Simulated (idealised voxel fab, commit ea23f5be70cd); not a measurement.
The following is a process module called voxel self aligned contacts.
Pictured: cross-section cut, 180 nm wide, on a grid of 5 nm square cells.
Square cells in a grid make up a cross-section in this document, and the grid is given as bands, listed from the top down, each one or more rows of cells. Per band: top height and bottom height in nm, followed by the left-to-right materials and their widths in nm; "everywhere" marks a single material spanning edge to edge, "empty" marks empty space. Heights are reckoned from 0. Under this level, the received wafer is all of one material. The bottommost band is open-ended downward, for example "0 and below". So if you see something like "30->40" for the width, read it as the top row of the band sitting at the first number and the bottom row at the second, with every row in between moving by the same amount as the last. "no alteration" after a step means that no cell of the cross-section changed. The entry titled "Enclosed void list" provides the empty spaces that have no open way to the top, restricted to those of 8 cells or more. Each is presented as width x height at distance, the distance being measured from the left edge, with all three in nm. On each step's line, the part that comes after the settings is the simulator's own comment on the step. overlay nm: where the mask lay relative to plan, measured to the right, on steps with a mask; negatives go left.

Process steps foreseen in the plan:
| 1 | RECEIVE with material Si |
| 2 | CONFORMAL_DEP with material SiO2, thk nm 5 |
| 3 | DIRECTIONAL_DEP with material polySi, thk nm 20 |
| 4 | DIRECTIONAL_DEP with material SiN, thk nm 20 |
| 5 | MASKED_ETCH with tone cover, mask id GATE, width nm 30, pitch nm 75, etch materials SiN, depth nm 20, overlay nm 0 |
| 6 | MASKED_ETCH with tone cover, mask id GATE, width nm 30, pitch nm 75, etch materials polySi, depth nm 20, overlay nm 0 |
| 7 | CONFORMAL_DEP with material SiN, thk nm 10 |
| 8 | DIRECTIONAL_ETCH with etch materials SiN, depth nm 10 |
| 9 | FILL_DEP with material SiO2, thk nm 10 |
| 10 | CMP with height nm 50 |
| 11 | PATTERN with tone open, mask id CONTACT, material resist, width nm 55, thk nm 20, overlay nm 0 |
| 12 | DIRECTIONAL_ETCH with etch materials SiO2, depth nm 50 |
| 13 | STRIP with etch materials resist |
| 14 | CONFORMAL_DEP with material TiN, thk nm 5 |
| 15 | FILL_DEP with material Ru, thk nm 5 |
| 16 | CMP with height nm 50 |
| 17 | CONFORMAL_DEP with material SiCN, thk nm 5 |

Wafer as received: cross-section following step 1:
    0 and below: Si everywhere
    Enclosed void list: none

Post-module cross-section: identical start and plan to those above, one misstep in execution:
    55 down to 50: SiCN everywhere
    50 down to 40: SiO2 60  TiN 5->20  Ru 45->15  TiN 5->20  SiO2 65
    40 down to 20: SiO2 25  SiN 50  TiN 5  Ru 15  TiN 5  SiN 50  SiO2 30
    20 down to 5: SiO2 25  SiN 10  polySi 30  SiN 10  TiN 5  Ru 15  TiN 5  SiN 10  polySi 30  SiN 10  SiO2 30
    5 down to 0: SiO2 25  SiN 10  polySi 30  SiN 10  TiN 25  SiN 10  polySi 30  SiN 10  SiO2 30
    0 and below: Si everywhere
    Enclosed void list: none
Processing error: step 2 of the plan was omitted and not executed
